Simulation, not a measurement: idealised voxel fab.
process module | voxel capacitor over wiring
cross-section cut | 255 nm wide | cells 5 nm
A cross-section is a grid of square cells, given in bands from the top down. A band is one or more rows of cells.
Each band's line starts with the height of the band's top and of its bottom, in nm. Then come its materials from left to right, each with its width in nm. One material with "throughout" fills the band from edge to edge. "air" is empty space.
Height 0 is the level under which the wafer as received is all one material. The lowest band goes on downwards, as in "0 down".
A width such as "30 to 40" changes by the same amount from each row of cells to the next, from the band's top row to its bottom row.
"no change" after a step means that no cell of the cross-section changed.
closed voids: empty space of 8 cells or more with no open way to the top, each as width x height at its distance from the left edge, in nm
after a step's settings: what the simulator itself notes on the step
overlay nm, on a step with a mask: how far to the right of its planned place the mask lay; to the left if negative
plan
1 op RECEIVE | material Si
2 op CONFORMAL_DEP | material SiO2 | thk nm 15
3 op DIRECTIONAL_DEP | material TiN | thk nm 5
4 op DIRECTIONAL_DEP | material W | thk nm 20
5 op MASKED_ETCH | tone cover | mask id METAL_1 | width nm 20 | pitch nm 85 | etch materials W | depth nm 20 | overlay nm 0
6 op MASKED_ETCH | tone cover | mask id METAL_1 | width nm 20 | pitch nm 85 | etch materials TiN | depth nm 5 | overlay nm 0
7 op FILL_DEP | material lowk | thk nm 5
8 op CMP | height nm 40
9 op CONFORMAL_DEP | material SiCN | thk nm 5
10 op DIRECTIONAL_DEP | material lowk | thk nm 10
11 op DIRECTIONAL_DEP | material aC | thk nm 10
12 op PATTERN | tone open | mask id PLUG_1 | material resist | width nm 15 | thk nm 30 | overlay nm 0
13 op DIRECTIONAL_ETCH | etch materials aC | depth nm 10
14 op STRIP | etch materials resist
15 op DIRECTIONAL_ETCH | etch materials lowk | depth nm 10
16 op DIRECTIONAL_ETCH | etch materials SiCN | depth nm 5
17 op STRIP | etch materials aC
18 op EPI | material Ru | thk nm 10
19 op EPI | material Ru | thk nm 5
20 op DIRECTIONAL_DEP | material TiN | thk nm 10
21 op DIRECTIONAL_DEP | material Al2O3 | thk nm 5
22 op DIRECTIONAL_DEP | material TiN | thk nm 5
23 op DIRECTIONAL_DEP | material aC | thk nm 10
24 op PATTERN | tone cover | mask id UPPER_PLATE | material resist | width nm 70 | thk nm 25 | overlay nm 0
25 op DIRECTIONAL_ETCH | etch materials aC | depth nm 10
26 op STRIP | etch materials resist
27 op DIRECTIONAL_ETCH | etch materials TiN | depth nm 5
28 op DIRECTIONAL_ETCH | etch materials Al2O3 | depth nm 5
29 op STRIP | etch materials aC
30 op DIRECTIONAL_DEP | material aC | thk nm 15
31 op PATTERN | tone cover | mask id LOWER_PLATE | material resist | width nm 80 | thk nm 35 | overlay nm 0
32 op DIRECTIONAL_ETCH | etch materials aC | depth nm 15
33 op STRIP | etch materials resist
34 op DIRECTIONAL_ETCH | etch materials TiN | depth nm 10
35 op STRIP | etch materials aC
36 op FILL_DEP | material SiO2 | thk nm 15
37 op CMP | height nm 85
38 op MASKED_ETCH | tone open | mask id PLUG_2 | width nm 15 | etch materials SiO2 | depth nm 10 | overlay nm 0
39 op CONFORMAL_DEP | material TiN | thk nm 5
40 op FILL_DEP | material W | thk nm 5
41 op CMP | height nm 85
42 op CONFORMAL_DEP | material SiN | thk nm 5
first wafer, as planned
as received, after step 1
  0 down: Si throughout
  closed voids: none
after step 2
  15 to 0: SiO2 throughout
  below 0: unchanged
after step 3
  20 to 15: TiN throughout
  below 15: unchanged
after step 4
  40 to 20: W throughout
  below 20: unchanged
after step 5
  40 to 20: air 75 | W 20 | air 65 | W 20 | air 75
  below 20: unchanged
after step 6
  40 to 20: air 75 | W 20 | air 65 | W 20 | air 75
  20 to 15: air 75 | TiN 20 | air 65 | TiN 20 | air 75
  below 15: unchanged
after step 7
  45 to 40: lowk throughout
  40 to 20: lowk 75 | W 20 | lowk 65 | W 20 | lowk 75
  20 to 15: lowk 75 | TiN 20 | lowk 65 | TiN 20 | lowk 75
  below 15: unchanged
after step 8
  40 to 20: lowk 75 | W 20 | lowk 65 | W 20 | lowk 75
  below 20: unchanged
after step 9
  45 to 40: SiCN throughout
  below 40: unchanged
after step 10
  55 to 45: lowk throughout
  below 45: unchanged
after step 11
  65 to 55: aC throughout
  below 55: unchanged
after step 12
  95 to 65: resist 80 | air 15 | resist 160
  below 65: unchanged
after step 13
  85 to 65: resist 80 | air 15 | resist 160
  65 to 55: aC 80 | air 15 | aC 160
  below 55: unchanged
after step 14
  65 to 55: aC 80 | air 15 | aC 160
  below 55: unchanged
after step 15
  65 to 55: aC 80 | air 15 | aC 160
  55 to 45: lowk 80 | air 15 | lowk 160
  below 45: unchanged
after step 16
  65 to 55: aC 80 | air 15 | aC 160
  55 to 45: lowk 80 | air 15 | lowk 160
  45 to 40: SiCN 80 | air 15 | SiCN 160
  below 40: unchanged
after step 17
  55 to 45: lowk 80 | air 15 | lowk 160
  below 45: unchanged
after step 18
  55 to 50: lowk 80 | air 15 | lowk 160
  50 to 45: lowk 80 | Ru 15 | lowk 160
  45 to 40: SiCN 80 | Ru 15 | SiCN 160
  below 40: unchanged
after step 19
  55 to 45: lowk 80 | Ru 15 | lowk 160
  below 45: unchanged
after step 20
  65 to 55: TiN throughout
  below 55: unchanged
after step 21
  70 to 65: Al2O3 throughout
  below 65: unchanged
after step 22
  75 to 70: TiN throughout
  below 70: unchanged
after step 23
  85 to 75: aC throughout
  below 75: unchanged
after step 24
  110 to 85: air 80 | resist 70 | air 105
  below 85: unchanged
after step 25
  100 to 85: air 80 | resist 70 | air 105
  85 to 75: air 80 | aC 70 | air 105
  below 75: unchanged
after step 26
  85 to 75: air 80 | aC 70 | air 105
  below 75: unchanged
after step 27
  85 to 75: air 80 | aC 70 | air 105
  75 to 70: air 80 | TiN 70 | air 105
  below 70: unchanged
after step 28
  85 to 75: air 80 | aC 70 | air 105
  75 to 70: air 80 | TiN 70 | air 105
  70 to 65: air 80 | Al2O3 70 | air 105
  below 65: unchanged
after step 29
  75 to 70: air 80 | TiN 70 | air 105
  below 70: unchanged
after step 30
  90 to 80: air 80 | aC 70 | air 105
  80 to 75: aC throughout
  75 to 70: aC 80 | TiN 70 | aC 105
  70 to 65: aC 80 | Al2O3 70 | aC 105
  below 65: unchanged
after step 31
  125 to 90: air 75 | resist 80 | air 100
  90 to 80: air 75 | resist 5 | aC 70 | resist 5 | air 100
  below 80: unchanged
after step 32
  110 to 90: air 75 | resist 80 | air 100
  90 to 80: air 75 | resist 5 | aC 70 | resist 5 | air 100
  80 to 75: air 75 | aC 80 | air 100
  75 to 70: air 75 | aC 5 | TiN 70 | aC 5 | air 100
  70 to 65: air 75 | aC 5 | Al2O3 70 | aC 5 | air 100
  below 65: unchanged
after step 33
  90 to 80: air 80 | aC 70 | air 105
  below 80: unchanged
after step 34
  90 to 80: air 80 | aC 70 | air 105
  80 to 75: air 75 | aC 80 | air 100
  75 to 70: air 75 | aC 5 | TiN 70 | aC 5 | air 100
  70 to 65: air 75 | aC 5 | Al2O3 70 | aC 5 | air 100
  65 to 55: air 75 | TiN 80 | air 100
  below 55: unchanged
after step 35
  75 to 70: air 80 | TiN 70 | air 105
  70 to 65: air 80 | Al2O3 70 | air 105
  below 65: unchanged
after step 36
  90 to 75: SiO2 throughout
  75 to 70: SiO2 80 | TiN 70 | SiO2 105
  70 to 65: SiO2 80 | Al2O3 70 | SiO2 105
  65 to 55: SiO2 75 | TiN 80 | SiO2 100
  below 55: unchanged
after step 37
  85 to 75: SiO2 throughout
  below 75: unchanged
after step 38
  85 to 75: SiO2 90 | air 15 | SiO2 150
  below 75: unchanged
after step 39
  90 to 85: TiN 95 | air 5 | TiN 155
  85 to 80: SiO2 90 | TiN 5 | air 5 | TiN 5 | SiO2 150
  80 to 70: SiO2 90 to 80 | TiN 15 to 70 | SiO2 150 to 105
  below 70: unchanged
after step 40
  95 to 90: W throughout
  90 to 85: TiN 95 | W 5 | TiN 155
  85 to 80: SiO2 90 | TiN 5 | W 5 | TiN 5 | SiO2 150
  below 80: unchanged
after step 41
  85 to 80: SiO2 90 | TiN 5 | W 5 | TiN 5 | SiO2 150
  below 80: unchanged
after step 42
  90 to 85: SiN throughout
  below 85: unchanged
second wafer: like start, like plan, one mistake. Through step 17 it matches the first wafer
when step 18 should have ended: no change
when step 19 should have ended
  55 to 45: lowk 80 | air 15 | lowk 160
  45 to 40: SiCN 80 | Ru 15 | SiCN 160
  below 40: unchanged
when step 20 should have ended
  65 to 55: TiN 80 | air 15 | TiN 160
  55 to 45: lowk 80 | TiN 15 | lowk 160
  below 45: unchanged
when step 21 should have ended
  70 to 65: Al2O3 80 | air 15 | Al2O3 160
  65 to 60: TiN 80 | air 15 | TiN 160
  60 to 55: TiN 80 | Al2O3 15 | TiN 160
  below 55: unchanged
when step 22 should have ended
  75 to 70: TiN 80 | air 15 | TiN 160
  70 to 65: Al2O3 80 | air 15 | Al2O3 160
  65 to 60: TiN throughout
  below 60: unchanged
when step 23 should have ended
  85 to 75: aC 80 | air 15 | aC 160
  75 to 70: TiN 80 | aC 15 | TiN 160
  70 to 65: Al2O3 80 | aC 15 | Al2O3 160
  below 65: unchanged
when step 24 should have ended
  110 to 85: air 80 | resist 70 | air 105
  85 to 75: aC 80 | resist 15 | aC 160
  below 75: unchanged
when step 25 should have ended
  100 to 85: air 80 | resist 70 | air 105
  85 to 75: air 80 | resist 15 | aC 55 | air 105
  below 75: unchanged
when step 26 should have ended
  85 to 75: air 95 | aC 55 | air 105
  below 75: unchanged
when step 27 should have ended
  85 to 75: air 95 | aC 55 | air 105
  75 to 70: air 80 | aC 15 | TiN 55 | air 105
  below 70: unchanged
when step 28 should have ended
  85 to 75: air 95 | aC 55 | air 105
  75 to 70: air 80 | aC 15 | TiN 55 | air 105
  70 to 65: air 80 | aC 15 | Al2O3 55 | air 105
  below 65: unchanged
when step 29 should have ended
  75 to 70: air 95 | TiN 55 | air 105
  70 to 65: air 95 | Al2O3 55 | air 105
  below 65: unchanged
when step 30 should have ended
  90 to 80: air 95 | aC 55 | air 105
  80 to 75: aC throughout
  75 to 70: aC 95 | TiN 55 | aC 105
  70 to 65: aC 95 | Al2O3 55 | aC 105
  below 65: unchanged
when step 31 should have ended
  125 to 90: air 75 | resist 80 | air 100
  90 to 80: air 75 | resist 20 | aC 55 | resist 5 | air 100
  below 80: unchanged
when step 32 should have ended
  110 to 90: air 75 | resist 80 | air 100
  90 to 80: air 75 | resist 20 | aC 55 | resist 5 | air 100
  80 to 75: air 75 | aC 80 | air 100
  75 to 70: air 75 | aC 20 | TiN 55 | aC 5 | air 100
  70 to 65: air 75 | aC 20 | Al2O3 55 | aC 5 | air 100
  below 65: unchanged
when step 33 should have ended
  90 to 80: air 95 | aC 55 | air 105
  below 80: unchanged
when step 34 should have ended
  90 to 80: air 95 | aC 55 | air 105
  80 to 75: air 75 | aC 80 | air 100
  75 to 70: air 75 | aC 20 | TiN 55 | aC 5 | air 100
  70 to 65: air 75 | aC 20 | Al2O3 55 | aC 5 | air 100
  65 to 60: air 75 | TiN 80 | air 100
  60 to 55: air 75 | TiN 5 | Al2O3 15 | TiN 60 | air 100
  below 55: unchanged
when step 35 should have ended
  75 to 70: air 95 | TiN 55 | air 105
  70 to 65: air 95 | Al2O3 55 | air 105
  below 65: unchanged
when step 36 should have ended
  90 to 75: SiO2 throughout
  75 to 70: SiO2 95 | TiN 55 | SiO2 105
  70 to 65: SiO2 95 | Al2O3 55 | SiO2 105
  65 to 60: SiO2 75 | TiN 80 | SiO2 100
  60 to 55: SiO2 75 | TiN 5 | Al2O3 15 | TiN 60 | SiO2 100
  below 55: unchanged
when step 37 should have ended
  85 to 75: SiO2 throughout
  below 75: unchanged
when step 38 should have ended
  85 to 75: SiO2 90 | air 15 | SiO2 150
  below 75: unchanged
when step 39 should have ended
  90 to 85: TiN 95 | air 5 | TiN 155
  85 to 80: SiO2 90 | TiN 5 | air 5 | TiN 5 | SiO2 150
  80 to 70: SiO2 90 to 95 | TiN 15 to 55 | SiO2 150 to 105
  below 70: unchanged
when step 40 should have ended
  95 to 90: W throughout
  90 to 85: TiN 95 | W 5 | TiN 155
  85 to 80: SiO2 90 | TiN 5 | W 5 | TiN 5 | SiO2 150
  below 80: unchanged
when step 41 should have ended
  85 to 80: SiO2 90 | TiN 5 | W 5 | TiN 5 | SiO2 150
  below 80: unchanged
when step 42 should have ended
  90 to 85: SiN throughout
  below 85: unchanged
what went wrong: step 18 was left out
at the end the second wafer has, in cells: 6 fewer of Ru | 6 more of SiO2
